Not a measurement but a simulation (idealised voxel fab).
process module | voxel self aligned contacts
cross-section cut | 260 nm wide | cells 5 nm
A cross-section is a grid of square cells, given in bands from the top down. A band is one or more rows of cells.
Each band's line starts with the height of the band's top and of its bottom, in nm. Then come its materials from left to right, each with its width in nm. One material with "throughout" fills the band from edge to edge. "air" is empty space.
Height 0 is the level under which the wafer as received is all one material. The lowest band goes on downwards, as in "0 down".
A width such as "30 to 40" changes by the same amount from each row of cells to the next, from the band's top row to its bottom row.
"no change" after a step means that no cell of the cross-section changed.
closed voids: empty space of 8 cells or more with no open way to the top, each as width x height at its distance from the left edge, in nm
after a step's settings: what the simulator itself notes on the step
overlay nm, on a step with a mask: how far to the right of its planned place the mask lay; to the left if negative
plan
1 op RECEIVE | material Si
2 op CONFORMAL_DEP | material SiO2 | thk nm 5
3 op DIRECTIONAL_DEP | material polySi | thk nm 30
4 op DIRECTIONAL_DEP | material SiN | thk nm 20
5 op DIRECTIONAL_DEP | material aC | thk nm 15
6 op PATTERN | tone cover | mask id GATE | material resist | width nm 25 | pitch nm 55 | thk nm 35 | overlay nm 0
7 op DIRECTIONAL_ETCH | etch materials aC | depth nm 15
8 op STRIP | etch materials resist
9 op DIRECTIONAL_ETCH | etch materials SiN | depth nm 20
10 op DIRECTIONAL_ETCH | etch materials polySi | depth nm 30
11 op STRIP | etch materials aC
12 op CONFORMAL_DEP | material SiN | thk nm 5
13 op DIRECTIONAL_ETCH | etch materials SiN | depth nm 5
14 op FILL_DEP | material SiO2 | thk nm 20
15 op CMP | height nm 65
16 op DIRECTIONAL_DEP | material aC | thk nm 10
17 op PATTERN | tone open | mask id CONTACT | material resist | width nm 40 | thk nm 25 | overlay nm 0
18 op DIRECTIONAL_ETCH | etch materials aC | depth nm 10
19 op STRIP | etch materials resist
20 op DIRECTIONAL_ETCH | etch materials SiO2 | depth nm 65
21 op STRIP | etch materials aC
22 op CONFORMAL_DEP | material TiN | thk nm 5
23 op FILL_DEP | material W | thk nm 5
24 op CMP | height nm 65
25 op CONFORMAL_DEP | material SiCN | thk nm 5
as received, after step 1
  0 down: Si throughout
  closed voids: none
a wafer at the end: this start, this plan, one mistake
  70 to 65: SiCN throughout
  65 to 60: SiO2 110 | TiN 15 | W 10 | TiN 15 | SiO2 110
  60 to 45: SiO2 85 | SiN 35 | TiN 5 | W 10 | TiN 5 | SiN 35 | SiO2 85
  45 to 40: SiO2 85 | SiN 35 | TiN 20 | SiN 35 | SiO2 85
  40 to 35: SiN throughout
  35 to 5: polySi throughout
  5 to 0: SiO2 throughout
  0 down: Si throughout
  closed voids: none
what went wrong: step 4 ran as: op DIRECTIONAL_DEP | material SiN | thk nm 25
